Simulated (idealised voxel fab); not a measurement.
process module | voxel capacitor over wiring
cross-section cut | 245 nm wide | cells 5 nm
A cross-section is a grid of square cells, given in bands from the top down. A band is one or more rows of cells.
Each band's line starts with the height of the band's top and of its bottom, in nm. Then come its materials from left to right, each with its width in nm. One material with "throughout" fills the band from edge to edge. "air" is empty space.
Height 0 is the level under which the wafer as received is all one material. The lowest band goes on downwards, as in "0 down".
A width such as "30 to 40" changes by the same amount from each row of cells to the next, from the band's top row to its bottom row.
"no change" after a step means that no cell of the cross-section changed.
closed voids: empty space of 8 cells or more with no open way to the top, each as width x height at its distance from the left edge, in nm
after a step's settings: what the simulator itself notes on the step
overlay nm, on a step with a mask: how far to the right of its planned place the mask lay; to the left if negative
plan
1 op RECEIVE | material Si
2 op CONFORMAL_DEP | material SiO2 | thk nm 15
3 op CONFORMAL_DEP | material SiN | thk nm 5
4 op DIRECTIONAL_DEP | material lowk | thk nm 25
5 op PATTERN | tone open | mask id METAL_1 | material resist | width nm 20 | pitch nm 75 | thk nm 20 | overlay nm 0
6 op DIRECTIONAL_ETCH | etch materials lowk | depth nm 25
7 op DIRECTIONAL_ETCH | etch materials SiN | depth nm 5
8 op STRIP | etch materials resist
9 op CONFORMAL_DEP | material TiN | thk nm 5
10 op FILL_DEP | material Cu | thk nm 5
11 op CMP | height nm 45
12 op CONFORMAL_DEP | material SiCN | thk nm 5
13 op DIRECTIONAL_DEP | material lowk | thk nm 10
14 op PATTERN | tone open | mask id PLUG_1 | material resist | width nm 15 | thk nm 20 | overlay nm 0
15 op DIRECTIONAL_ETCH | etch materials lowk | depth nm 10
16 op DIRECTIONAL_ETCH | etch materials SiCN | depth nm 5
17 op STRIP | etch materials resist
18 op CONFORMAL_DEP | material TiN | thk nm 5
19 op FILL_DEP | material Cu | thk nm 5
20 op CMP | height nm 60
21 op DIRECTIONAL_DEP | material TiN | thk nm 10
22 op DIRECTIONAL_DEP | material HfO2 | thk nm 5
23 op DIRECTIONAL_DEP | material TiN | thk nm 10
24 op MASKED_ETCH | tone cover | mask id UPPER_PLATE | width nm 60 | etch materials TiN | depth nm 10 | overlay nm -15
25 op MASKED_ETCH | tone cover | mask id UPPER_PLATE | width nm 60 | etch materials HfO2 | depth nm 5 | overlay nm 0
26 op MASKED_ETCH | tone cover | mask id LOWER_PLATE | width nm 70 | etch materials TiN | depth nm 10 | overlay nm 0
27 op FILL_DEP | material SiO2 | thk nm 15
28 op CMP | height nm 95
29 op MASKED_ETCH | tone open | mask id PLUG_2 | width nm 15 | etch materials SiO2 | depth nm 10 | overlay nm 0
30 op CONFORMAL_DEP | material TiN | thk nm 5
31 op FILL_DEP | material Cu | thk nm 10
32 op CMP | height nm 95
33 op CONFORMAL_DEP | material SiCN | thk nm 5
varied across the wafers: overlay nm of step 24. The plan shows the first wafer's value. All wafers start alike
first wafer as received, after step 1
  0 down: Si throughout
  closed voids: none
first wafer at the end, after step 33
  100 to 95: SiCN throughout
  95 to 90: SiO2 90 | TiN 5 | Cu 5 | TiN 5 | SiO2 140
  90 to 85: SiO2 90 | TiN 15 | SiO2 140
  85 to 75: SiO2 75 | TiN 50 | SiO2 120
  75 to 70: SiO2 65 | HfO2 75 | SiO2 105
  70 to 60: SiO2 65 | TiN 80 | SiO2 100
  60 to 50: lowk 80 | TiN 5 | Cu 5 | TiN 5 | lowk 150
  50 to 45: SiCN 80 | TiN 15 | SiCN 150
  45 to 20: lowk 75 | TiN 5 | Cu 10 | TiN 5 | lowk 55 | TiN 5 | Cu 10 | TiN 5 | lowk 75
  20 to 15: SiN 75 | TiN 20 | SiN 55 | TiN 20 | SiN 75
  15 to 0: SiO2 throughout
  0 down: Si throughout
  closed voids: none
last wafer at the end
  100 to 95: SiCN throughout
  95 to 90: SiO2 90 | TiN 5 | Cu 5 | TiN 5 | SiO2 140
  90 to 85: SiO2 90 | TiN 15 | SiO2 140
  85 to 75: SiO2 95 | TiN 50 | SiO2 100
  75 to 70: SiO2 80 | HfO2 75 | SiO2 90
  70 to 60: SiO2 75 | TiN 80 | SiO2 90
  60 to 50: lowk 80 | TiN 5 | Cu 5 | TiN 5 | lowk 150
  50 to 45: SiCN 80 | TiN 15 | SiCN 150
  45 to 20: lowk 75 | TiN 5 | Cu 10 | TiN 5 | lowk 55 | TiN 5 | Cu 10 | TiN 5 | lowk 75
  20 to 15: SiN 75 | TiN 20 | SiN 55 | TiN 20 | SiN 75
  15 to 0: SiO2 throughout
  0 down: Si throughout
  closed voids: none
each wafer at the end: cells of each material gained (+) or lost (-) since it was received, then its closed voids
overlay nm -15 | +23 Cu | +15 HfO2 | +95 SiCN | +41 SiN | +417 SiO2 | +92 TiN | +297 lowk | closed voids: none
overlay nm -10 | +23 Cu | +14 HfO2 | +95 SiCN | +41 SiN | +418 SiO2 | +92 TiN | +297 lowk | closed voids: none
overlay nm -5 | +23 Cu | +13 HfO2 | +95 SiCN | +41 SiN | +419 SiO2 | +92 TiN | +297 lowk | closed voids: none
overlay nm 0 | +23 Cu | +12 HfO2 | +95 SiCN | +41 SiN | +420 SiO2 | +92 TiN | +297 lowk | closed voids: none
overlay nm 5 | +23 Cu | +13 HfO2 | +95 SiCN | +41 SiN | +419 SiO2 | +92 TiN | +297 lowk | closed voids: none
overlay nm 10 | +23 Cu | +14 HfO2 | +95 SiCN | +41 SiN | +418 SiO2 | +92 TiN | +297 lowk | closed voids: none
overlay nm 15 | +23 Cu | +15 HfO2 | +95 SiCN | +41 SiN | +417 SiO2 | +92 TiN | +297 lowk | closed voids: none
